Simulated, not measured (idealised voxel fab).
process module | voxel ribs on slabs
cross-section cut | 270 nm wide | cells 5 nm
A cross-section is a grid of square cells, given in bands from the top down. A band is one or more rows of cells.
Each band's line starts with the height of the band's top and of its bottom, in nm. Then come its materials from left to right, each with its width in nm. One material with "throughout" fills the band from edge to edge. "air" is empty space.
Height 0 is the level under which the wafer as received is all one material. The lowest band goes on downwards, as in "0 down".
A width such as "30 to 40" changes by the same amount from each row of cells to the next, from the band's top row to its bottom row.
"no change" after a step means that no cell of the cross-section changed.
closed voids: empty space of 8 cells or more with no open way to the top, each as width x height at its distance from the left edge, in nm
after a step's settings: what the simulator itself notes on the step
overlay nm, on a step with a mask: how far to the right of its planned place the mask lay; to the left if negative
plan
1 op RECEIVE | material Si
2 op DIRECTIONAL_DEP | material SiO2 | thk nm 30
3 op DIRECTIONAL_DEP | material polySi | thk nm 20
4 op PATTERN | tone cover | mask id RIB | material resist | width nm 20 | thk nm 15 | overlay nm 0
5 op DIRECTIONAL_ETCH | etch materials polySi | depth nm 5
6 op STRIP | etch materials resist
7 op DIRECTIONAL_DEP | material aC | thk nm 15
8 op PATTERN | tone cover | mask id SLAB | material resist | width nm 50 | thk nm 35 | overlay nm 0
9 op DIRECTIONAL_ETCH | etch materials aC | depth nm 15
10 op STRIP | etch materials resist
11 op DIRECTIONAL_ETCH | etch materials polySi | depth nm 15
12 op STRIP | etch materials aC
13 op FILL_DEP | material SiO2 | thk nm 25
14 op CMP | height nm 65
15 op DIRECTIONAL_DEP | material TiN | thk nm 5
16 op PATTERN | tone cover | mask id HEATER | material resist | width nm 30 | thk nm 15 | overlay nm 0
17 op DIRECTIONAL_ETCH | etch materials TiN | depth nm 5
18 op STRIP | etch materials resist
19 op CONFORMAL_DEP | material SiO2 | thk nm 10
as received, after step 1
  0 down: Si throughout
  closed voids: none
first wafer at the end, as planned
  80 to 75: air 110 | SiO2 50 | air 110
  75 to 70: SiO2 throughout
  70 to 65: SiO2 120 | TiN 30 | SiO2 120
  65 to 50: SiO2 throughout
  50 to 45: SiO2 125 | polySi 20 | SiO2 125
  45 to 30: SiO2 110 | polySi 50 | SiO2 110
  30 to 0: SiO2 throughout
  0 down: Si throughout
  closed voids: none
second wafer at the end: like start, like plan, one mistake
  75 to 70: air 115 | SiO2 40 | air 115
  70 to 65: SiO2 120 | TiN 30 | SiO2 120
  65 to 50: SiO2 throughout
  50 to 45: SiO2 125 | polySi 20 | SiO2 125
  45 to 30: SiO2 110 | polySi 50 | SiO2 110
  30 to 0: SiO2 throughout
  0 down: Si throughout
  closed voids: none
what went wrong: step 19 ran as: op CONFORMAL_DEP | material SiO2 | thk nm 5
at the end the second wafer has, in cells: 56 fewer of SiO2
